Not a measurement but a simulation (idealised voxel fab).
process module | voxel lift off
cross-section cut | 295 nm wide | cells 5 nm
A cross-section is a grid of square cells, given in bands from the top down. A band is one or more rows of cells.
Each band's line starts with the height of the band's top and of its bottom, in nm. Then come its materials from left to right, each with its width in nm. One material with "throughout" fills the band from edge to edge. "air" is empty space.
Height 0 is the level under which the wafer as received is all one material. The lowest band goes on downwards, as in "0 down".
A width such as "30 to 40" changes by the same amount from each row of cells to the next, from the band's top row to its bottom row.
"no change" after a step means that no cell of the cross-section changed.
closed voids: empty space of 8 cells or more with no open way to the top, each as width x height at its distance from the left edge, in nm
after a step's settings: what the simulator itself notes on the step
overlay nm, on a step with a mask: how far to the right of its planned place the mask lay; to the left if negative
plan
1 op RECEIVE | material Si
2 op CONFORMAL_DEP | material Al2O3 | thk nm 5
3 op PATTERN | tone open | mask id LINES | material resist | width nm 30 | pitch nm 50 | thk nm 30 | overlay nm 0
4 op DIRECTIONAL_DEP | material Ru | thk nm 15
5 op STRIP | etch materials resist
6 op CONFORMAL_DEP | material SiCN | thk nm 5
as received, after step 1
  0 down: Si throughout
  closed voids: none
first wafer at the end, as planned
  25 to 20: air 100 | SiCN 40 | air 10 | SiCN 40 | air 105
  20 to 10: air 100 | SiCN 5 | Ru 30 | SiCN 5 | air 10 | SiCN 5 | Ru 30 | SiCN 5 | air 105
  10 to 5: SiCN 105 | Ru 30 | SiCN 20 | Ru 30 | SiCN 110
  5 to 0: Al2O3 throughout
  0 down: Si throughout
  closed voids: none
second wafer at the end: like start, like plan, one mistake
  20 to 15: air 100 | SiCN 40 | air 10 | SiCN 40 | air 105
  15 to 5: air 100 | SiCN 5 | Ru 30 | SiCN 5 | air 10 | SiCN 5 | Ru 30 | SiCN 5 | air 105
  5 to 0: SiCN 105 | Ru 30 | SiCN 20 | Ru 30 | SiCN 110
  0 down: Si throughout
  closed voids: none
what went wrong: step 2 was left out
at the end the second wafer has, in cells: 59 fewer of Al2O3
